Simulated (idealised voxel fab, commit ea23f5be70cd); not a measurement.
The process module that follows is named voxel wiring stack.
In the cross-section labelled cut, the width is 240 nm and each square cell is 5 nm.
A cross-section in this document is a grid of square cells, and it is written down as bands, the top band listed before the ones below it; a band is made up of one or more rows of cells.
For a band, the entry starts with two heights in nm, that of the top and then that of the bottom, and carries on with the band's materials in order from left to right, each alongside its width in nm; the word "everywhere" beside a single material means it fills the band edge to edge, and "empty" means empty space.
Basically, 0 is our baseline, since under it the wafer straight out of the box is all one material. The bottom band has no lower end and keeps on going down, so it looks like "0 nm and below".
Quick explanation for "30->40": the width changes in equal steps down the rows of cells, from the first number in the band's top row to the second number in its bottom row.
For the purposes of this document, the phrase "remains unaltered" attached to a step denotes that no cell within the cross-section was modified by that step.
You'll see "Voids, fully enclosed" listing empty spaces that have no way open to the top, as long as they're 8 cells or more; the notation is width x height at distance, where the distance is from the left edge, and all of it is in nm.
Step line, after settings: the simulator's comment on this step.
overlay nm: for a step with a mask, the amount by which the mask lay right of where it was planned; a negative amount means left of it.

# Here's what the planned process steps look like
1: RECEIVE with material Si
2: CONFORMAL_DEP with material SiO2, thk nm 10
3: DIRECTIONAL_DEP with material TiN, thk nm 5
4: DIRECTIONAL_DEP with material Ru, thk nm 20
5: MASKED_ETCH with tone cover, mask id METAL_1, width nm 20, pitch nm 40, etch materials Ru, depth nm 20, overlay nm 0
6: MASKED_ETCH with tone cover, mask id METAL_1, width nm 20, pitch nm 40, etch materials TiN, depth nm 5, overlay nm 0
7: FILL_DEP with material SiO2, thk nm 5
8: CMP with height nm 35
9: CONFORMAL_DEP with material SiCN, thk nm 5
10: DIRECTIONAL_DEP with material lowk, thk nm 10
11: MASKED_ETCH with tone open, mask id PLUG_1, width nm 15, pitch nm 80, etch materials lowk, depth nm 10, overlay nm 0
12: MASKED_ETCH with tone open, mask id PLUG_1, width nm 15, pitch nm 80, etch materials SiCN, depth nm 5, overlay nm 0
13: CONFORMAL_DEP with material TiN, thk nm 5
14: FILL_DEP with material Ru, thk nm 10
15: CMP with height nm 50
16: DIRECTIONAL_DEP with material TiN, thk nm 5
17: DIRECTIONAL_DEP with material Ru, thk nm 20
18: PATTERN with tone cover, mask id METAL_2, material resist, width nm 20, pitch nm 40, thk nm 20, overlay nm 0
19: DIRECTIONAL_ETCH with etch materials Ru, depth nm 20
20: DIRECTIONAL_ETCH with etch materials TiN, depth nm 5
21: STRIP with etch materials resist
22: CONFORMAL_DEP with material SiCN, thk nm 5
23: FILL_DEP with material lowk, thk nm 5
24: CMP with height nm 75
25: CONFORMAL_DEP with material SiCN, thk nm 5

# Cross-section: wafer on arrival = after step 1
	0 nm and below: Si everywhere
	Voids, fully enclosed: none

# The module was run from the start shown above using the plan shown above, but one mistake was made doing it; the resulting wafer cross-section is below
	70 nm to 65 nm: SiCN everywhere
	65 nm to 55 nm: lowk 65 nm, then SiCN 5 nm, then Ru 20 nm, then SiCN 5 nm, then lowk 10 nm, then SiCN 5 nm, then Ru 20 nm, then SiCN 5 nm, then lowk 10 nm, then SiCN 5 nm, then Ru 20 nm, then SiCN 5 nm, then lowk 65 nm
	55 nm to 50 nm: SiCN 70 nm, then TiN 20 nm, then SiCN 20 nm, then TiN 20 nm, then SiCN 20 nm, then TiN 20 nm, then SiCN 70 nm
	50 nm to 40 nm: lowk 70 nm, then TiN 5 nm, then Ru 5 nm, then TiN 5 nm, then lowk 65 nm, then TiN 5 nm, then Ru 5 nm, then TiN 5 nm, then lowk 75 nm
	40 nm to 35 nm: SiCN 70 nm, then TiN 15 nm, then SiCN 65 nm, then TiN 15 nm, then SiCN 75 nm
	35 nm to 15 nm: SiO2 70 nm, then Ru 20 nm, then SiO2 20 nm, then Ru 20 nm, then SiO2 20 nm, then Ru 20 nm, then SiO2 70 nm
	15 nm to 10 nm: SiO2 70 nm, then TiN 20 nm, then SiO2 20 nm, then TiN 20 nm, then SiO2 20 nm, then TiN 20 nm, then SiO2 70 nm
	10 nm to 0 nm: SiO2 everywhere
	0 nm and below: Si everywhere
	Voids, fully enclosed: none
Plan not followed: step 24 was not run as planned; what actually ran was CMP with height nm 65
